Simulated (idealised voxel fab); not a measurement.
voxel local oxidation: a process module
In the cross-section labelled cut, the width is 185 nm and each square cell is 5 nm.
Notation: cross-section as square-cell grid; stated in bands, top first, going down; one or more cell rows per band.
In this notation a band is specified by the heights of its top and bottom, in that order and in nm, after which its materials appear from left to right, each paired with its width in nm. The word "all across" attached to a single material means that material fills the band from edge to edge; the word "blank" stands for empty space.
Measure heights from 0. That's the level where, below it, the as-received wafer is all one material. The lowest band is bottomless and extends downward; write it as in "0 nm and below".
With a width like "30->40", each row of cells in the band differs from the next by the same amount, the top row carrying the first number and the bottom row the second.
"nothing was modified" -> step changed no cross-section cell.
Heads up: "Sealed void listing" only lists the empty pockets with no open path to the top that are 8 cells or more, and it writes them as width x height at distance, distance from the left edge, in nm.
after a step's settings: what the simulator itself notes on the step
The line of a step may include "overlay nm". On a step with a mask, this value is how far to the right of its planned place the mask lay. A negative value means the mask lay to the left.

-- plan
1,RECEIVE, material Si
2,OXIDIZE, depth nm 5
3,CONFORMAL_DEP, material SiN, thk nm 15
4,DIRECTIONAL_DEP, material aC, thk nm 15
5,PATTERN, tone cover, mask id ACTIVE, material resist, width nm 90, thk nm 35, overlay nm 0
6,DIRECTIONAL_ETCH, etch materials aC, depth nm 15
7,STRIP, etch materials resist
8,DIRECTIONAL_ETCH, etch materials SiN, depth nm 15
9,STRIP, etch materials aC
10,SELECTIVE_ETCH, etch materials SiO2, depth nm 5
11,OXIDIZE, depth nm 15
12,STRIP, etch materials SiN

-- first wafer, as planned

-- As-received wafer cross-section (after step 1)
* 0 nm and below | Si all across
* Sealed void listing: none

-- The wafer in cross-section once step 2 is complete
* 0 nm to -5 nm | SiO2 all across
* Under -5: no change, same as before.

-- The wafer in cross-section once step 3 is complete
* 15 nm to 0 nm | SiN all across
* Under 0: no change, same as before.

-- The wafer in cross-section once step 4 is complete
* 30 nm to 15 nm | aC all across
* Under 15: no change, same as before.

-- The wafer in cross-section once step 5 is complete
* 65 nm to 30 nm | blank 45  resist 90  blank 50
* Under 30: no change, same as before.

-- The wafer in cross-section once step 6 is complete
* 50 nm to 30 nm | blank 45  resist 90  blank 50
* 30 nm to 15 nm | blank 45  aC 90  blank 50
* Under 15: no change, same as before.

-- The wafer in cross-section once step 7 is complete
* 30 nm to 15 nm | blank 45  aC 90  blank 50
* Under 15: no change, same as before.

-- The wafer in cross-section once step 8 is complete
* 30 nm to 15 nm | blank 45  aC 90  blank 50
* 15 nm to 0 nm | blank 45  SiN 90  blank 50
* Under 0: no change, same as before.

-- The wafer in cross-section once step 9 is complete
* 15 nm to 0 nm | blank 45  SiN 90  blank 50
* Under 0: no change, same as before.

-- The wafer in cross-section once step 10 is complete
* 15 nm to 0 nm | blank 45  SiN 90  blank 50
* 0 nm to -5 nm | blank 50  SiO2 80  blank 55
* Under -5: no change, same as before.

-- The wafer in cross-section once step 11 is complete
* 15 nm to 0 nm | blank 45  SiN 90  blank 50
* 0 nm to -5 nm | blank 50  SiO2 80  blank 55
* -5 nm to -20 nm | SiO2 65  Si 50  SiO2 70
* Under -20: no change, same as before.

-- The wafer in cross-section once step 12 is complete
* 0 nm to -5 nm | blank 50  SiO2 80  blank 55
* Under -5: no change, same as before.

-- For the second wafer, take the first wafer's start and plan, then add one mistake made in running it; everything through step 4, that step included, is shared with the first

-- Cross-section of the second wafer corresponding to the planned conclusion of step 5
* 65 nm to 30 nm | blank 55  resist 90  blank 40
* Under 30: no change, same as before.

-- Cross-section of the second wafer corresponding to the planned conclusion of step 6
* 50 nm to 30 nm | blank 55  resist 90  blank 40
* 30 nm to 15 nm | blank 55  aC 90  blank 40
* Under 15: no change, same as before.

-- Cross-section of the second wafer corresponding to the planned conclusion of step 7
* 30 nm to 15 nm | blank 55  aC 90  blank 40
* Under 15: no change, same as before.

-- Cross-section of the second wafer corresponding to the planned conclusion of step 8
* 30 nm to 15 nm | blank 55  aC 90  blank 40
* 15 nm to 0 nm | blank 55  SiN 90  blank 40
* Under 0: no change, same as before.

-- Cross-section of the second wafer corresponding to the planned conclusion of step 9
* 15 nm to 0 nm | blank 55  SiN 90  blank 40
* Under 0: no change, same as before.

-- Cross-section of the second wafer corresponding to the planned conclusion of step 10
* 15 nm to 0 nm | blank 55  SiN 90  blank 40
* 0 nm to -5 nm | blank 60  SiO2 80  blank 45
* Under -5: no change, same as before.

-- Cross-section of the second wafer corresponding to the planned conclusion of step 11
* 15 nm to 0 nm | blank 55  SiN 90  blank 40
* 0 nm to -5 nm | blank 60  SiO2 80  blank 45
* -5 nm to -20 nm | SiO2 75  Si 50  SiO2 60
* Under -20: no change, same as before.

-- Cross-section of the second wafer corresponding to the planned conclusion of step 12
* 0 nm to -5 nm | blank 60  SiO2 80  blank 45
* Under -5: no change, same as before.
Run error: not per plan at step 5, really ran PATTERN, tone cover, mask id ACTIVE, material resist, width nm 90, thk nm 35, overlay nm 10
Final wafers compared: equal cell tally per material, rearranged layout.
